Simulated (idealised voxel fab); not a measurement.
process module | voxel self aligned contacts
Cross-sectional view cut (width: 195 nm; square cell size: 5 nm).
Bands, listed from the top down, are how a cross-section gets written in this document; the cross-section itself is a grid of square cells, and a band is one or more rows of them.
The band entry comprises the height of the band's top followed by the height of its bottom, expressed in nm, and subsequently the band's materials from left to right, each stated together with its width in nm. Where a single material is marked with the word "throughout", that material fills the band from edge to edge. The word "blank" represents empty space.
Heights from 0 (as-received wafer is one material below). Bottom band endless downward, as "0..down".
A width such as "30 to 40" changes by the same amount from each row of cells to the next, from the band's top row to its bottom row.
Reading "nothing changed" for a step: not a cell of the cross-section changed in it.
Closed-off voids of 8+ cells (no open route to the top) go in "Fully sealed cavities", written width x height at distance from the left edge, in nm.
Heads up: the bit after the settings on a step's line is the simulator's remark on that step.
"overlay nm", when on a step's line for a step with a mask, measures how far to the right of its planned place the mask lay; a negative measure means to the left.
## So here's the lineup of process steps we planned
1) RECEIVE, material Si
2) OXIDIZE, depth nm 5
3) DIRECTIONAL_DEP, material polySi, thk nm 20
4) DIRECTIONAL_DEP, material SiN, thk nm 25
5) MASKED_ETCH, tone cover, mask id GATE, width nm 30, pitch nm 70, etch materials SiN, depth nm 25, overlay nm 0
6) MASKED_ETCH, tone cover, mask id GATE, width nm 30, pitch nm 70, etch materials polySi, depth nm 20, overlay nm 0
7) CONFORMAL_DEP, material SiN, thk nm 10
8) DIRECTIONAL_ETCH, etch materials SiN, depth nm 10
9) FILL_DEP, material SiO2, thk nm 15
10) CMP, height nm 50
11) DIRECTIONAL_DEP, material aC, thk nm 15
12) PATTERN, tone open, mask id CONTACT, material resist, width nm 50, thk nm 35, overlay nm 0
13) DIRECTIONAL_ETCH, etch materials aC, depth nm 15
14) STRIP, etch materials resist
15) DIRECTIONAL_ETCH, etch materials SiO2, depth nm 55
16) STRIP, etch materials aC
17) CONFORMAL_DEP, material TiN, thk nm 5
18) FILL_DEP, material Ru, thk nm 10
19) CMP, height nm 50
20) CONFORMAL_DEP, material SiCN, thk nm 5
## Received-state cross-section, reflecting completion of step 1
- 0..down  Si throughout
- Fully sealed cavities: none
## Result of the module, cross-sectioned: start per above, plan per above, one error in how it was run
- 55..50  SiCN throughout
- 50..45  60 SiO2; 30 TiN; 10 Ru; 10 TiN; 85 SiO2
- 45..20  35 SiO2; 50 SiN; 5 TiN; 10 Ru; 5 TiN; 50 SiN; 40 SiO2
- 20..0  35 SiO2; 10 SiN; 30 polySi; 10 SiN; 5 TiN; 10 Ru; 5 TiN; 10 SiN; 30 polySi; 10 SiN; 40 SiO2
- 0..-5  85 SiO2; 20 TiN; 90 SiO2
- -5..down  Si throughout
- Fully sealed cavities: none
Deviation from plan: step 12 ran differently from the plan; actual operation with settings: PATTERN, tone open, mask id CONTACT, material resist, width nm 50, thk nm 35, overlay nm -10
